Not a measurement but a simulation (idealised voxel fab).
process module | voxel wiring stack
For reference, the cross-section in this document is cut, with width 160 nm and square cells of 5 nm.
Reading order for cross-sections: top band down to bottom band. Underlying form: a grid of square cells. Band size: one or more rows of cells. Read a band's entry like this: the first values are the height of its top and the height of its bottom in nm, and what follows is the sequence of materials from left to right, each with its width in nm. Note that "air" is empty space, and that a single material marked "edge to edge" reaches across the band from edge to edge. Counting heights begins at 0, where everything beneath is, in the wafer as received, one material. The lowest band has no bottom; it goes on downwards, as "0 nm and below" shows. The expression "30..40" gives the width at the extremes of the band, the first number at its top row of cells and the second at its bottom row, with the width changing by equal amounts from each row to the next in between. Step marked "changes: none"? Then no cell in the cross-section changed in it. Reported under the label "Sealed void inventory" are the empty spaces having no open way to the top and comprising 8 cells or more; the notation for each is width x height at distance, in which the distance is measured from the left edge and all three values are in nm. Past the settings on a step's line: simulator remark, on that step. Regarding "overlay nm": on a step with a mask, it is the distance the mask lay to the right of its planned place; a negative value places it to the left.
**Steps planned for the process**
1) RECEIVE: material Si
2) CONFORMAL_DEP: material SiO2, thk nm 15
3) CONFORMAL_DEP: material SiN, thk nm 5
4) DIRECTIONAL_DEP: material SiO2, thk nm 15
5) PATTERN: tone open, mask id METAL_1, material resist, width nm 30, pitch nm 45, thk nm 15, overlay nm 0
6) DIRECTIONAL_ETCH: etch materials SiO2, depth nm 15
7) DIRECTIONAL_ETCH: etch materials SiN, depth nm 5
8) STRIP: etch materials resist
9) CONFORMAL_DEP: material TiN, thk nm 5
10) FILL_DEP: material W, thk nm 10
11) CMP: height nm 35
12) CONFORMAL_DEP: material SiCN, thk nm 5
13) DIRECTIONAL_DEP: material SiO2, thk nm 20
14) PATTERN: tone open, mask id PLUG_1, material resist, width nm 15, thk nm 15, overlay nm 0
15) DIRECTIONAL_ETCH: etch materials SiO2, depth nm 20
16) DIRECTIONAL_ETCH: etch materials SiCN, depth nm 5
17) STRIP: etch materials resist
18) EPI: material Ru, thk nm 10
19) EPI: material Ru, thk nm 10
20) EPI: material Ru, thk nm 5
21) CONFORMAL_DEP: material SiCN, thk nm 5
22) DIRECTIONAL_DEP: material SiO2, thk nm 15
23) PATTERN: tone open, mask id METAL_2, material resist, width nm 30, pitch nm 45, thk nm 20, overlay nm 0
24) DIRECTIONAL_ETCH: etch materials SiO2, depth nm 15
25) DIRECTIONAL_ETCH: etch materials SiCN, depth nm 5
26) STRIP: etch materials resist
27) CONFORMAL_DEP: material TiN, thk nm 5
28) FILL_DEP: material Ru, thk nm 5
29) CMP: height nm 80
30) CONFORMAL_DEP: material SiCN, thk nm 5
31) DIRECTIONAL_DEP: material lowk, thk nm 15
32) PATTERN: tone open, mask id PLUG_2, material resist, width nm 15, thk nm 15, overlay nm 0
33) DIRECTIONAL_ETCH: etch materials lowk, depth nm 15
34) DIRECTIONAL_ETCH: etch materials SiCN, depth nm 5
35) STRIP: etch materials resist
36) CONFORMAL_DEP: material TiN, thk nm 5
37) FILL_DEP: material Ru, thk nm 10
38) CMP: height nm 100
39) CONFORMAL_DEP: material SiN, thk nm 5
40) DIRECTIONAL_DEP: material lowk, thk nm 25
41) PATTERN: tone open, mask id METAL_3, material resist, width nm 30, pitch nm 45, thk nm 15, overlay nm -15
42) DIRECTIONAL_ETCH: etch materials lowk, depth nm 25
43) DIRECTIONAL_ETCH: etch materials SiN, depth nm 5
44) STRIP: etch materials resist
45) CONFORMAL_DEP: material TiN, thk nm 5
46) FILL_DEP: material W, thk nm 10
47) CMP: height nm 130
48) CONFORMAL_DEP: material SiCN, thk nm 5
What sets these wafers apart? The overlay nm at step 41. They all start alike, and the plan carries the first wafer's value.
**After step 1, as received: first of several wafers, cross-section**
> 0 nm and below  Si edge to edge
> Sealed void inventory: none
**Below: a row per wafer. Contents at end of module: for every material, cells gained since receipt (+) or lost since receipt (-); then closed voids**
overlay nm -15 | +42 Ru | +110 SiCN | +40 SiN | +332 SiO2 | +89 TiN | +64 W | +187 lowk | Sealed void inventory: none
overlay nm -10 | +42 Ru | +110 SiCN | +40 SiN | +332 SiO2 | +89 TiN | +64 W | +187 lowk | Sealed void inventory: none
overlay nm -5 | +42 Ru | +110 SiCN | +40 SiN | +332 SiO2 | +89 TiN | +64 W | +187 lowk | Sealed void inventory: none
overlay nm 0 | +42 Ru | +110 SiCN | +40 SiN | +332 SiO2 | +89 TiN | +64 W | +187 lowk | Sealed void inventory: none
overlay nm 5 | +42 Ru | +110 SiCN | +40 SiN | +332 SiO2 | +89 TiN | +64 W | +187 lowk | Sealed void inventory: none
overlay nm 10 | +42 Ru | +110 SiCN | +40 SiN | +332 SiO2 | +89 TiN | +64 W | +187 lowk | Sealed void inventory: none
overlay nm 15 | +42 Ru | +110 SiCN | +40 SiN | +332 SiO2 | +89 TiN | +64 W | +187 lowk | Sealed void inventory: none
